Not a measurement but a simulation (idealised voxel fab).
Herein follows the process module entitled voxel plated lines.
Cross-section cut: width 195 nm, square cells of 5 nm.
Throughout this document, each cross-section is represented as a grid of square cells and is presented as a sequence of bands enumerated from the top downward, where a band comprises one or more rows of cells. For a band, the entry starts with two heights in nm, that of the top and then that of the bottom, and carries on with the band's materials in order from left to right, each alongside its width in nm; the word "edge to edge" beside a single material means it fills the band edge to edge, and "air" means empty space. Height reference: 0 = level under which incoming wafer is all one material. Lowest band: no bottom, runs on downward, e.g. "from 0 down". With a width like "30->40", each row of cells in the band differs from the next by the same amount, the top row carrying the first number and the bottom row the second. The designation "everything unchanged", where it is given for a processing step, indicates that no cell of the cross-section was altered in the course of that step. In the "Voids, sealed" entry, you get each enclosed empty space of 8 cells or more, one with no open way to the top, written width x height at distance, distance from the left edge, in nm. Past the settings on a step's line: simulator remark, on that step. The setting "overlay nm" may be written on the line of a step. When the step uses a mask, the value reports how far to the right of the planned place the mask lay, and a negative value reports that it lay to the left.

So here's the lineup of process steps we planned:
1,RECEIVE with material Si
2,CONFORMAL_DEP with material SiN, thk nm 10
3,DIRECTIONAL_DEP with material TiN, thk nm 5
4,PATTERN with tone open, mask id LINES, material resist, width nm 15, pitch nm 35, thk nm 35, overlay nm 0
5,EPI with material Ru, thk nm 10
6,EPI with material Ru, thk nm 5
7,EPI with material Ru, thk nm 10
8,STRIP with etch materials resist
9,DIRECTIONAL_ETCH with etch materials TiN, depth nm 5
10,CONFORMAL_DEP with material SiCN, thk nm 5

Cross-section, incoming material, after step 1:
    from 0 down | Si edge to edge
    Voids, sealed: none

Sectioned view, first of two wafers, at the close of the module, processed as intended in the plan:
    from 45 to 40 | 65 of air, 25 of SiCN, 10 of air, 25 of SiCN, 70 of air
    from 40 to 15 | 65 of air, 5 of SiCN, 15 of Ru, 5 of SiCN, 10 of air, 5 of SiCN, 15 of Ru, 5 of SiCN, 70 of air
    from 15 to 10 | 70 of SiCN, 15 of TiN, 20 of SiCN, 15 of TiN, 75 of SiCN
    from 10 to 0 | SiN edge to edge
    from 0 down | Si edge to edge
    Voids, sealed: none

Cross-section, wafer two of two, end of module: same start and plan as wafer one, one error in execution:
    from 55 to 50 | 65 of air, 25 of SiCN, 10 of air, 25 of SiCN, 70 of air
    from 50 to 25 | 65 of air, 5 of SiCN, 15 of Ru, 5 of SiCN, 10 of air, 5 of SiCN, 15 of Ru, 5 of SiCN, 70 of air
    from 25 to 20 | 70 of SiCN, 15 of TiN, 20 of SiCN, 15 of TiN, 75 of SiCN
    from 20 to 10 | TiN edge to edge
    from 10 to 0 | SiN edge to edge
    from 0 down | Si edge to edge
    Voids, sealed: none
What was done differently from what was planned? step 3 was not run as planned; what actually ran was DIRECTIONAL_DEP with material TiN, thk nm 15
In the final state, the cell counts of the second wafer exceed or fall short of those of the first for the following materials: 78 more of TiN
